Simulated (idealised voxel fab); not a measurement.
Documented hereafter: the process module known as voxel air gaps.
This is section cut - it's 220 nm across, gridded in 5 nm square cells.
A cross-section in this document is a grid of square cells, and it is written down as bands, the top band listed before the ones below it; a band is made up of one or more rows of cells. First you get the band's top height and its bottom height, in nm, and then the materials it's made of, left to right, with each width in nm. If you see a single material with "throughout", that one covers the band edge to edge. "empty" is empty space. Note: height 0 marks the level under which the wafer is uniformly one material as received. Lowest band unbounded below, written "0..down". Per-row width for "30 to 40": begins at first number (top row of band), ends at second number (bottom row), increment between rows held constant. Where the words "nothing was modified" appear for a step, the cross-section shows no cell changed by that step; every cell remained as before. "Closed void roster" enumerates empty spaces isolated from the top, with no open way to it, that contain at least 8 cells, giving each as width x height at distance from the left edge, all three in nm. after a step's settings: what the simulator itself notes on the step. overlay nm: on a step with a mask, how far right of its planned place the mask lay; negative means left.

Process steps (planned)
| 1 | RECEIVE,material Si |
| 2 | CONFORMAL_DEP,material SiO2,thk nm 15 |
| 3 | CONFORMAL_DEP,material SiCN,thk nm 5 |
| 4 | DIRECTIONAL_DEP,material SiO2,thk nm 30 |
| 5 | DIRECTIONAL_DEP,material aC,thk nm 10 |
| 6 | PATTERN,tone open,mask id LINES,material resist,width nm 20,pitch nm 45,thk nm 30,overlay nm 0 |
| 7 | DIRECTIONAL_ETCH,etch materials aC,depth nm 10 |
| 8 | STRIP,etch materials resist |
| 9 | DIRECTIONAL_ETCH,etch materials SiO2,depth nm 30 |
| 10 | STRIP,etch materials aC |
| 11 | CONFORMAL_DEP,material TiN,thk nm 5 |
| 12 | FILL_DEP,material W,thk nm 10 |
| 13 | CMP,height nm 50 |
| 14 | EPI,material Ru,thk nm 10 |
| 15 | SELECTIVE_ETCH,etch materials SiO2,depth nm 40 |
| 16 | CONFORMAL_DEP,material SiCN,thk nm 5 |

Incoming wafer in cross-section (state: after step 1)
> 0..down | Si throughout
> Closed void roster: none

This is how the wafer looks in cross-section once the module is done, given the starting state and plan above and one mistake in carrying the plan out
> 65..60 | empty=15  SiCN=185  empty=20
> 60..50 | empty=15  SiCN=5  Ru=40  SiCN=5  Ru=40  SiCN=5  Ru=40  SiCN=5  Ru=40  SiCN=5  empty=20
> 50..25 | empty=15  SiCN=5  Ru=10  TiN=5  W=10  TiN=5  Ru=10  SiCN=5  Ru=10  TiN=5  W=10  TiN=5  Ru=10  SiCN=5  Ru=10  TiN=5  W=10  TiN=5  Ru=10  SiCN=5  Ru=10  TiN=5  W=10  TiN=5  Ru=10  SiCN=5  empty=20
> 25..20 | SiCN=20  Ru=10  TiN=20  Ru=10  SiCN=5  Ru=10  TiN=20  Ru=10  SiCN=5  Ru=10  TiN=20  Ru=10  SiCN=5  Ru=10  TiN=20  Ru=10  SiCN=25
> 20..15 | SiCN throughout
> 15..0 | SiO2 throughout
> 0..down | Si throughout
> Closed void roster: none
Plan not followed: steps 14 and 15 of the plan were run in the wrong order, each in the other's place
